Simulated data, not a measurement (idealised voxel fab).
process module | voxel ribs on slabs
cross-section cut | 160 nm wide | cells 5 nm
A cross-section is a grid of square cells, given in bands from the top down. A band is one or more rows of cells.
Each band's line starts with the height of the band's top and of its bottom, in nm. Then come its materials from left to right, each with its width in nm. One material with "throughout" fills the band from edge to edge. "air" is empty space.
Height 0 is the level under which the wafer as received is all one material. The lowest band goes on downwards, as in "0 down".
A width such as "30 to 40" changes by the same amount from each row of cells to the next, from the band's top row to its bottom row.
"no change" after a step means that no cell of the cross-section changed.
closed voids: empty space of 8 cells or more with no open way to the top, each as width x height at its distance from the left edge, in nm
after a step's settings: what the simulator itself notes on the step
overlay nm, on a step with a mask: how far to the right of its planned place the mask lay; to the left if negative
plan
1 op RECEIVE | material Si
2 op DIRECTIONAL_DEP | material SiO2 | thk nm 25
3 op DIRECTIONAL_DEP | material SiN | thk nm 20
4 op DIRECTIONAL_DEP | material aC | thk nm 10
5 op PATTERN | tone cover | mask id RIB | material resist | width nm 30 | thk nm 30 | overlay nm 0
6 op DIRECTIONAL_ETCH | etch materials aC | depth nm 10
7 op STRIP | etch materials resist
8 op DIRECTIONAL_ETCH | etch materials SiN | depth nm 10
9 op STRIP | etch materials aC
10 op DIRECTIONAL_DEP | material aC | thk nm 15
11 op PATTERN | tone cover | mask id SLAB | material resist | width nm 90 | thk nm 30 | overlay nm 0
12 op DIRECTIONAL_ETCH | etch materials aC | depth nm 15
13 op STRIP | etch materials resist
14 op DIRECTIONAL_ETCH | etch materials SiN | depth nm 10
15 op STRIP | etch materials aC
16 op FILL_DEP | material SiO2 | thk nm 25
17 op CMP | height nm 65
18 op DIRECTIONAL_DEP | material TiN | thk nm 5
19 op DIRECTIONAL_DEP | material aC | thk nm 15
20 op PATTERN | tone cover | mask id HEATER | material resist | width nm 40 | thk nm 30 | overlay nm 0
21 op DIRECTIONAL_ETCH | etch materials aC | depth nm 15
22 op STRIP | etch materials resist
23 op DIRECTIONAL_ETCH | etch materials TiN | depth nm 5
24 op STRIP | etch materials aC
25 op CONFORMAL_DEP | material SiN | thk nm 5
first wafer, as planned
as received, after step 1
  0 down: Si throughout
  closed voids: none
after step 2
  25 to 0: SiO2 throughout
  below 0: unchanged
after step 3
  45 to 25: SiN throughout
  below 25: unchanged
after step 4
  55 to 45: aC throughout
  below 45: unchanged
after step 5
  85 to 55: air 65 | resist 30 | air 65
  below 55: unchanged
after step 6
  75 to 55: air 65 | resist 30 | air 65
  55 to 45: air 65 | aC 30 | air 65
  below 45: unchanged
after step 7
  55 to 45: air 65 | aC 30 | air 65
  below 45: unchanged
after step 8
  55 to 45: air 65 | aC 30 | air 65
  45 to 35: air 65 | SiN 30 | air 65
  below 35: unchanged
after step 9
  45 to 35: air 65 | SiN 30 | air 65
  below 35: unchanged
after step 10
  60 to 50: air 65 | aC 30 | air 65
  50 to 45: aC throughout
  45 to 35: aC 65 | SiN 30 | aC 65
  below 35: unchanged
after step 11
  90 to 60: air 35 | resist 90 | air 35
  60 to 50: air 35 | resist 30 | aC 30 | resist 30 | air 35
  below 50: unchanged
after step 12
  75 to 60: air 35 | resist 90 | air 35
  60 to 50: air 35 | resist 30 | aC 30 | resist 30 | air 35
  50 to 45: air 35 | aC 90 | air 35
  45 to 35: air 35 | aC 30 | SiN 30 | aC 30 | air 35
  below 35: unchanged
after step 13
  60 to 50: air 65 | aC 30 | air 65
  below 50: unchanged
after step 14
  60 to 50: air 65 | aC 30 | air 65
  50 to 45: air 35 | aC 90 | air 35
  45 to 35: air 35 | aC 30 | SiN 30 | aC 30 | air 35
  35 to 25: air 35 | SiN 90 | air 35
  below 25: unchanged
after step 15
  45 to 35: air 65 | SiN 30 | air 65
  below 35: unchanged
after step 16
  70 to 45: SiO2 throughout
  45 to 35: SiO2 65 | SiN 30 | SiO2 65
  35 to 25: SiO2 35 | SiN 90 | SiO2 35
  below 25: unchanged
after step 17
  65 to 45: SiO2 throughout
  below 45: unchanged
after step 18
  70 to 65: TiN throughout
  below 65: unchanged
after step 19
  85 to 70: aC throughout
  below 70: unchanged
after step 20
  115 to 85: air 60 | resist 40 | air 60
  below 85: unchanged
after step 21
  100 to 85: air 60 | resist 40 | air 60
  85 to 70: air 60 | aC 40 | air 60
  below 70: unchanged
after step 22
  85 to 70: air 60 | aC 40 | air 60
  below 70: unchanged
after step 23
  85 to 70: air 60 | aC 40 | air 60
  70 to 65: air 60 | TiN 40 | air 60
  below 65: unchanged
after step 24
  70 to 65: air 60 | TiN 40 | air 60
  below 65: unchanged
after step 25
  75 to 70: air 55 | SiN 50 | air 55
  70 to 65: SiN 60 | TiN 40 | SiN 60
  below 65: unchanged
second wafer: like start, like plan, one mistake. Through step 2 it matches the first wafer
when step 3 should have ended
  65 to 25: SiN throughout
  below 25: unchanged
when step 4 should have ended
  75 to 65: aC throughout
  below 65: unchanged
when step 5 should have ended
  105 to 75: air 65 | resist 30 | air 65
  below 75: unchanged
when step 6 should have ended
  95 to 75: air 65 | resist 30 | air 65
  75 to 65: air 65 | aC 30 | air 65
  below 65: unchanged
when step 7 should have ended
  75 to 65: air 65 | aC 30 | air 65
  below 65: unchanged
when step 8 should have ended
  75 to 65: air 65 | aC 30 | air 65
  65 to 55: air 65 | SiN 30 | air 65
  below 55: unchanged
when step 9 should have ended
  65 to 55: air 65 | SiN 30 | air 65
  below 55: unchanged
when step 10 should have ended
  80 to 70: air 65 | aC 30 | air 65
  70 to 65: aC throughout
  65 to 55: aC 65 | SiN 30 | aC 65
  below 55: unchanged
when step 11 should have ended
  110 to 80: air 35 | resist 90 | air 35
  80 to 70: air 35 | resist 30 | aC 30 | resist 30 | air 35
  below 70: unchanged
when step 12 should have ended
  95 to 80: air 35 | resist 90 | air 35
  80 to 70: air 35 | resist 30 | aC 30 | resist 30 | air 35
  70 to 65: air 35 | aC 90 | air 35
  65 to 55: air 35 | aC 30 | SiN 30 | aC 30 | air 35
  below 55: unchanged
when step 13 should have ended
  80 to 70: air 65 | aC 30 | air 65
  below 70: unchanged
when step 14 should have ended
  80 to 70: air 65 | aC 30 | air 65
  70 to 65: air 35 | aC 90 | air 35
  65 to 55: air 35 | aC 30 | SiN 30 | aC 30 | air 35
  55 to 45: air 35 | SiN 90 | air 35
  below 45: unchanged
when step 15 should have ended
  65 to 55: air 65 | SiN 30 | air 65
  below 55: unchanged
when step 16 should have ended
  90 to 65: SiO2 throughout
  65 to 55: SiO2 65 | SiN 30 | SiO2 65
  55 to 45: SiO2 35 | SiN 90 | SiO2 35
  below 45: unchanged
when step 17 should have ended
  65 to 55: SiO2 65 | SiN 30 | SiO2 65
  below 55: unchanged
when step 18 should have ended
  70 to 65: TiN throughout
  below 65: unchanged
when step 19 should have ended
  85 to 70: aC throughout
  below 70: unchanged
when step 20 should have ended
  115 to 85: air 60 | resist 40 | air 60
  below 85: unchanged
when step 21 should have ended
  100 to 85: air 60 | resist 40 | air 60
  85 to 70: air 60 | aC 40 | air 60
  below 70: unchanged
when step 22 should have ended
  85 to 70: air 60 | aC 40 | air 60
  below 70: unchanged
when step 23 should have ended
  85 to 70: air 60 | aC 40 | air 60
  70 to 65: air 60 | TiN 40 | air 60
  below 65: unchanged
when step 24 should have ended
  70 to 65: air 60 | TiN 40 | air 60
  below 65: unchanged
when step 25 should have ended
  75 to 70: air 55 | SiN 50 | air 55
  70 to 65: SiN 60 | TiN 40 | SiN 60
  below 65: unchanged
what went wrong: step 3 was run twice
at the end the second wafer has, in cells: 128 more of SiN | 128 fewer of SiO2
